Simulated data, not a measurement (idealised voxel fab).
Proc. module: voxel capacitor over wiring
For reference, the cross-section in this document is cut, with width 280 nm and square cells of 5 nm.
Think of the cross-section as a grid of square cells. We describe it in bands, top to bottom, and each band covers one or more rows of those cells. For a band, the entry starts with two heights in nm, that of the top and then that of the bottom, and carries on with the band's materials in order from left to right, each alongside its width in nm; the word "everywhere" beside a single material means it fills the band edge to edge, and "air" means empty space. Heights are reckoned from 0. Under this level, the received wafer is all of one material. The bottommost band is open-ended downward, for example "top 0, no bottom". A width given as "30 to 40" starts at the first number in the band's top row and ends at the second number in its bottom row, shifting by an equal amount at every step from row to row. "nothing different" -> step changed no cross-section cell. In the "Voids lacking openings" entry, you get each enclosed empty space of 8 cells or more, one with no open way to the top, written width x height at distance, distance from the left edge, in nm. It should be noted that, on the line of a given step, the content following the step's settings is a remark produced by the simulator itself with respect to that step. overlay nm: step with mask; distance mask lay right of planned place; negative value = left of planned place.
The process steps that were planned are listed below
- 1: RECEIVE with material Si
- 2: CONFORMAL_DEP with material SiO2, thk nm 10
- 3: CONFORMAL_DEP with material SiN, thk nm 5
- 4: DIRECTIONAL_DEP with material SiO2, thk nm 15
- 5: PATTERN with tone open, mask id METAL_1, material resist, width nm 20, pitch nm 70, thk nm 15, overlay nm 0
- 6: DIRECTIONAL_ETCH with etch materials SiO2, depth nm 15
- 7: DIRECTIONAL_ETCH with etch materials SiN, depth nm 5
- 8: STRIP with etch materials resist
- 9: CONFORMAL_DEP with material TiN, thk nm 5
- 10: FILL_DEP with material W, thk nm 10
- 11: CMP with height nm 30
- 12: EPI with material Ru, thk nm 5
- 13: FILL_DEP with material SiCN, thk nm 5
- 14: DIRECTIONAL_DEP with material lowk, thk nm 10
- 15: DIRECTIONAL_DEP with material aC, thk nm 15
- 16: PATTERN with tone open, mask id PLUG_1, material resist, width nm 15, thk nm 35, overlay nm 0
- 17: DIRECTIONAL_ETCH with etch materials aC, depth nm 15
- 18: STRIP with etch materials resist
- 19: DIRECTIONAL_ETCH with etch materials lowk, depth nm 10
- 20: DIRECTIONAL_ETCH with etch materials SiCN, depth nm 5
- 21: STRIP with etch materials aC
- 22: CONFORMAL_DEP with material TiN, thk nm 5
- 23: FILL_DEP with material Ru, thk nm 10
- 24: CMP with height nm 50
- 25: DIRECTIONAL_DEP with material TiN, thk nm 5
- 26: DIRECTIONAL_DEP with material HfO2, thk nm 5
- 27: DIRECTIONAL_DEP with material TiN, thk nm 5
- 28: DIRECTIONAL_DEP with material aC, thk nm 10
- 29: PATTERN with tone cover, mask id UPPER_PLATE, material resist, width nm 55, thk nm 25, overlay nm 0
- 30: DIRECTIONAL_ETCH with etch materials aC, depth nm 10
- 31: STRIP with etch materials resist
- 32: DIRECTIONAL_ETCH with etch materials TiN, depth nm 5
- 33: DIRECTIONAL_ETCH with etch materials HfO2, depth nm 5
- 34: STRIP with etch materials aC
- 35: MASKED_ETCH with tone cover, mask id LOWER_PLATE, width nm 65, etch materials TiN, depth nm 5, overlay nm 0
- 36: FILL_DEP with material SiO2, thk nm 15
- 37: CMP with height nm 75
- 38: DIRECTIONAL_DEP with material aC, thk nm 15
- 39: PATTERN with tone open, mask id PLUG_2, material resist, width nm 15, thk nm 30, overlay nm 0
- 40: DIRECTIONAL_ETCH with etch materials aC, depth nm 15
- 41: STRIP with etch materials resist
- 42: DIRECTIONAL_ETCH with etch materials SiO2, depth nm 10
- 43: STRIP with etch materials aC
- 44: CONFORMAL_DEP with material TiN, thk nm 5
- 45: FILL_DEP with material Cu, thk nm 10
- 46: CMP with height nm 75
- 47: CONFORMAL_DEP with material SiCN, thk nm 5
As received (post step 1): cross-section
    top 0, no bottom = Si everywhere
    Voids lacking openings: none
First wafer of two, sectioned at end of module; run went per plan
    top 80, bottom 75 = SiCN everywhere
    top 75, bottom 70 = 110 of SiO2 / 5 of TiN / 5 of Cu / 5 of TiN / 155 of SiO2
    top 70, bottom 60 = 110 to 100 of SiO2 / 15 to 55 of TiN / 155 to 125 of SiO2
    top 60, bottom 55 = 100 of SiO2 / 55 of HfO2 / 125 of SiO2
    top 55, bottom 50 = 95 of SiO2 / 65 of TiN / 120 of SiO2
    top 50, bottom 40 = 100 of lowk / 5 of TiN / 5 of Ru / 5 of TiN / 165 of lowk
    top 40, bottom 35 = 100 of SiCN / 15 of TiN / 165 of SiCN
    top 35, bottom 30 = 90 of SiCN / 30 of Ru / 40 of SiCN / 30 of Ru / 90 of SiCN
    top 30, bottom 15 = 95 of SiO2 / 5 of TiN / 10 of W / 5 of TiN / 50 of SiO2 / 5 of TiN / 10 of W / 5 of TiN / 95 of SiO2
    top 15, bottom 10 = 95 of SiN / 20 of TiN / 50 of SiN / 20 of TiN / 95 of SiN
    top 10, bottom 0 = SiO2 everywhere
    top 0, no bottom = Si everywhere
    Voids lacking openings: none
Wafer two, end of module, cross-section. Same start, same plan as wafer one. One mistake in the run
    top 80, bottom 75 = SiCN everywhere
    top 75, bottom 70 = 110 of SiO2 / 5 of TiN / 5 of Cu / 5 of TiN / 155 of SiO2
    top 70, bottom 60 = 110 to 100 of SiO2 / 15 to 55 of TiN / 155 to 125 of SiO2
    top 60, bottom 55 = 100 of SiO2 / 55 of HfO2 / 125 of SiO2
    top 55, bottom 50 = 95 of SiO2 / 65 of TiN / 120 of SiO2
    top 50, bottom 40 = 100 of lowk / 5 of TiN / 5 of Ru / 5 of TiN / 165 of lowk
    top 40, bottom 35 = 100 of SiCN / 15 of TiN / 165 of SiCN
    top 35, bottom 30 = 90 of SiCN / 30 of Ru / 40 of SiCN / 30 of Ru / 90 of SiCN
    top 30, bottom 20 = 95 of SiO2 / 5 of TiN / 10 of W / 5 of TiN / 50 of SiO2 / 5 of TiN / 10 of W / 5 of TiN / 95 of SiO2
    top 20, bottom 15 = 95 of SiO2 / 20 of TiN / 50 of SiO2 / 20 of TiN / 95 of SiO2
    top 15, bottom 5 = SiO2 everywhere
    top 5, bottom 0 = SiN everywhere
    top 0, no bottom = Si everywhere
    Voids lacking openings: none
Heads up, the wafer didn't run the way we planned it: deviation from plan: step 3 and step 2 executed in one another's positions
Final tally in cells, some materials are higher or lower on the second wafer than on the first: +8 SiN, -4 TiN, -4 W
